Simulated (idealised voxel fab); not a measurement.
Process module heading - voxel capacitor over wiring
cross-section cut | 240 nm wide | cells 5 nm
Reading order for cross-sections: top band down to bottom band. Underlying form: a grid of square cells. Band size: one or more rows of cells.
The entry gives the band's vertical extent as a top height and a bottom height in nm, then its horizontal make-up as materials from left to right, each with a width in nm. "air" stands for empty space; a single material marked "full width" fills the band edge to edge.
It should be noted that heights are counted from 0, beneath which the wafer as supplied is of one material throughout, and that the lowest band possesses no lower boundary but continues downward, as written in "from 0 down".
A width such as "30->40" changes by the same amount from each row of cells to the next, from the band's top row to its bottom row.
Where the words "nothing altered" appear for a step, the cross-section shows no cell changed by that step; every cell remained as before.
"Non-vented voids": sealed empty spaces, 8 cells or more, no open way to top, listed width x height at distance, with distance from the left edge and width, height and distance in nm.
On each step's line, the part that comes after the settings is the simulator's own comment on the step.
overlay nm: for a step with a mask, the amount by which the mask lay right of where it was planned; a negative amount means left of it.

The process steps that were planned are listed below
1 RECEIVE with material Si
2 CONFORMAL_DEP with material SiO2, thk nm 15
3 DIRECTIONAL_DEP with material TiN, thk nm 5
4 DIRECTIONAL_DEP with material W, thk nm 15
5 MASKED_ETCH with tone cover, mask id METAL_1, width nm 30, pitch nm 90, etch materials W, depth nm 15, overlay nm 0
6 MASKED_ETCH with tone cover, mask id METAL_1, width nm 30, pitch nm 90, etch materials TiN, depth nm 5, overlay nm 0
7 FILL_DEP with material SiO2, thk nm 5
8 CMP with height nm 35
9 CONFORMAL_DEP with material SiCN, thk nm 5
10 DIRECTIONAL_DEP with material SiO2, thk nm 20
11 DIRECTIONAL_DEP with material aC, thk nm 10
12 PATTERN with tone open, mask id PLUG_1, material resist, width nm 15, thk nm 30, overlay nm 0
13 DIRECTIONAL_ETCH with etch materials aC, depth nm 10
14 STRIP with etch materials resist
15 DIRECTIONAL_ETCH with etch materials SiO2, depth nm 20
16 DIRECTIONAL_ETCH with etch materials SiCN, depth nm 5
17 STRIP with etch materials aC
18 EPI with material Ru, thk nm 10
19 EPI with material Ru, thk nm 10
20 EPI with material Ru, thk nm 5
21 DIRECTIONAL_DEP with material TiN, thk nm 5
22 DIRECTIONAL_DEP with material SiN, thk nm 5
23 DIRECTIONAL_DEP with material TiN, thk nm 5
24 MASKED_ETCH with tone cover, mask id UPPER_PLATE, width nm 65, etch materials TiN, depth nm 5, overlay nm 0
25 MASKED_ETCH with tone cover, mask id UPPER_PLATE, width nm 65, etch materials SiN, depth nm 5, overlay nm 0
26 MASKED_ETCH with tone cover, mask id LOWER_PLATE, width nm 75, etch materials TiN, depth nm 5, overlay nm 0
27 FILL_DEP with material SiO2, thk nm 20
28 CMP with height nm 90
29 DIRECTIONAL_DEP with material aC, thk nm 10
30 PATTERN with tone open, mask id PLUG_2, material resist, width nm 15, thk nm 30, overlay nm 0
31 DIRECTIONAL_ETCH with etch materials aC, depth nm 10
32 STRIP with etch materials resist
33 DIRECTIONAL_ETCH with etch materials SiO2, depth nm 15
34 STRIP with etch materials aC
35 CONFORMAL_DEP with material TiN, thk nm 5
36 FILL_DEP with material W, thk nm 5
37 CMP with height nm 90
38 CONFORMAL_DEP with material SiCN, thk nm 5

Shown in cross-section is the wafer as received, that is, as it stands after step 1
* from 0 down | Si full width
* Non-vented voids: none

Wafer at module end, in section. Began as above, planned as above, run with one mistake
* from 95 to 90 | SiCN full width
* from 90 to 80 | 85 SiO2, 5 TiN, 5 W, 5 TiN, 140 SiO2
* from 80 to 70 | 85 SiO2, 15->60 TiN, 140->95 SiO2
* from 70 to 65 | 75 SiO2, 75 SiN, 90 SiO2
* from 65 to 60 | 70 SiO2, 80 TiN, 90 SiO2
* from 60 to 40 | 75 SiO2, 15 Ru, 150 SiO2
* from 40 to 35 | 75 SiCN, 15 Ru, 150 SiCN
* from 35 to 20 | 60 SiO2, 30 W, 60 SiO2, 30 W, 60 SiO2
* from 20 to 15 | 60 SiO2, 30 TiN, 60 SiO2, 30 TiN, 60 SiO2
* from 15 to 0 | SiO2 full width
* from 0 down | Si full width
* Non-vented voids: none
Want to know what went wrong? contrary to plan, step 24 was performed as MASKED_ETCH with tone cover, mask id UPPER_PLATE, width nm 65, etch materials TiN, depth nm 5, overlay nm 10
